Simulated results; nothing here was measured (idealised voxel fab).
A process module follows: voxel ribs on slabs.
The cross-section on display is named cut; it measures 195 nm wide, and its cells are 5 nm squares.
Bands, listed from the top down, are how a cross-section gets written in this document; the cross-section itself is a grid of square cells, and a band is one or more rows of them. It is stipulated that each band's entry specify, in nanometres, the height of the top of the band and then that of its bottom, followed by the materials of the band in left-to-right sequence, each together with its width in nanometres. A single material marked by the word "everywhere" is understood to fill the band from edge to edge; the word "empty" is understood to denote empty space. Height datum 0, below which the as-received substrate wafer is one material. Lowest band open at the bottom, running downward: "0 down". The width entry "30..40" should be interpreted row by row: the top row of cells in the band takes the first number, the bottom row takes the second number, and the change between adjacent rows is uniform throughout. Basically "nothing changed" means that step didn't change any cell in the cross-section. The label "Sealed-off cavities" introduces a list of the empty spaces, 8 cells or larger, that have no open way up to the top; each entry in it reads width x height at distance, where the distance is taken from the left edge and all three are stated in nm. Whatever follows a step's settings on its line is a remark the simulator itself makes about that step. Each step line may optionally specify "overlay nm", which for a step with a mask gives the rightward distance between the mask's planned place and where it lay, a negative value indicating the leftward direction.
[So here's the lineup of process steps we planned]
1. RECEIVE [material Si]
2. DIRECTIONAL_DEP [material SiO2] [thk nm 25]
3. DIRECTIONAL_DEP [material SiN] [thk nm 20]
4. PATTERN [tone cover] [mask id RIB] [material resist] [width nm 25] [thk nm 15] [overlay nm 0]
5. DIRECTIONAL_ETCH [etch materials SiN] [depth nm 5]
6. STRIP [etch materials resist]
7. MASKED_ETCH [tone cover] [mask id SLAB] [width nm 85] [etch materials SiN] [depth nm 15] [overlay nm 0]
8. FILL_DEP [material SiO2] [thk nm 20]
9. CMP [height nm 60]
10. DIRECTIONAL_DEP [material W] [thk nm 10]
11. DIRECTIONAL_DEP [material aC] [thk nm 10]
12. PATTERN [tone cover] [mask id HEATER] [material resist] [width nm 35] [thk nm 30] [overlay nm 0]
13. DIRECTIONAL_ETCH [etch materials aC] [depth nm 10]
14. STRIP [etch materials resist]
15. DIRECTIONAL_ETCH [etch materials W] [depth nm 10]
16. STRIP [etch materials aC]
17. CONFORMAL_DEP [material SiO2] [thk nm 10]
[Wafer as received: cross-section following step 1]
    0 down: Si everywhere
    Sealed-off cavities: none
[Looking at the first of two wafers in cross-section at end of module - ran to plan]
    80 to 70: empty (70)  SiO2 (55)  empty (70)
    70 to 60: SiO2 (80)  W (35)  SiO2 (80)
    60 to 45: SiO2 everywhere
    45 to 40: SiO2 (85)  SiN (25)  SiO2 (85)
    40 to 25: SiO2 (55)  SiN (85)  SiO2 (55)
    25 to 0: SiO2 everywhere
    0 down: Si everywhere
    Sealed-off cavities: none
[Cross-sectional view of the second of two wafers upon completion of the module. This wafer shared its starting condition and process plan with the first; one error was made during its execution]
    70 to 60: empty (80)  W (35)  empty (80)
    60 to 45: SiO2 everywhere
    45 to 40: SiO2 (85)  SiN (25)  SiO2 (85)
    40 to 25: SiO2 (55)  SiN (85)  SiO2 (55)
    25 to 0: SiO2 everywhere
    0 down: Si everywhere
    Sealed-off cavities: none
In executing the process, a mistake was made relative to the plan: execution of step 17 of the plan did not take place, the step having been omitted
Final cells, second wafer relative to first, materials higher or lower: SiO2 -86
